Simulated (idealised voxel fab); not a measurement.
process module | voxel released beams
cross-section cut | 285 nm wide | cells 5 nm
A cross-section is a grid of square cells, given in bands from the top down. A band is one or more rows of cells.
Each band's line starts with the height of the band's top and of its bottom, in nm. Then come its materials from left to right, each with its width in nm. One material with "throughout" fills the band from edge to edge. "air" is empty space.
Height 0 is the level under which the wafer as received is all one material. The lowest band goes on downwards, as in "0 down".
A width such as "30 to 40" changes by the same amount from each row of cells to the next, from the band's top row to its bottom row.
"no change" after a step means that no cell of the cross-section changed.
closed voids: empty space of 8 cells or more with no open way to the top, each as width x height at its distance from the left edge, in nm
after a step's settings: what the simulator itself notes on the step
overlay nm, on a step with a mask: how far to the right of its planned place the mask lay; to the left if negative
plan
1 op RECEIVE | material Si
2 op CONFORMAL_DEP | material Al2O3 | thk nm 5
3 op DIRECTIONAL_DEP | material SiO2 | thk nm 20
4 op MASKED_ETCH | tone open | mask id ANCHOR | width nm 35 | etch materials SiO2 | depth nm 20 | overlay nm 0
5 op CONFORMAL_DEP | material polySi | thk nm 15
6 op MASKED_ETCH | tone cover | mask id BEAM | width nm 80 | etch materials polySi | depth nm 15 | overlay nm 0
7 op STRIP | etch materials SiO2
varied across the wafers: width nm of step 6. The plan shows the first wafer's value. All wafers start alike
first wafer as received, after step 1
  0 down: Si throughout
  closed voids: none
first wafer at the end, after step 7
  40 to 25: air 100 | polySi 15 | air 5 | polySi 60 | air 105
  25 to 20: air 100 | polySi 15 | air 5 | polySi 15 | air 150
  20 to 5: air 100 | polySi 35 | air 150
  5 to 0: Al2O3 throughout
  0 down: Si throughout
  closed voids: none
last wafer at the end
  40 to 25: air 90 | polySi 25 | air 5 | polySi 75 | air 90
  25 to 20: air 100 | polySi 15 | air 5 | polySi 15 | air 150
  20 to 5: air 100 | polySi 35 | air 150
  5 to 0: Al2O3 throughout
  0 down: Si throughout
  closed voids: none
each wafer at the end: cells of each material gained (+) or lost (-) since it was received, then its closed voids
width nm 80 | +57 Al2O3 | +72 polySi | closed voids: none
width nm 85 | +57 Al2O3 | +75 polySi | closed voids: none
width nm 90 | +57 Al2O3 | +78 polySi | closed voids: none
width nm 95 | +57 Al2O3 | +81 polySi | closed voids: none
width nm 100 | +57 Al2O3 | +84 polySi | closed voids: none
width nm 105 | +57 Al2O3 | +87 polySi | closed voids: none
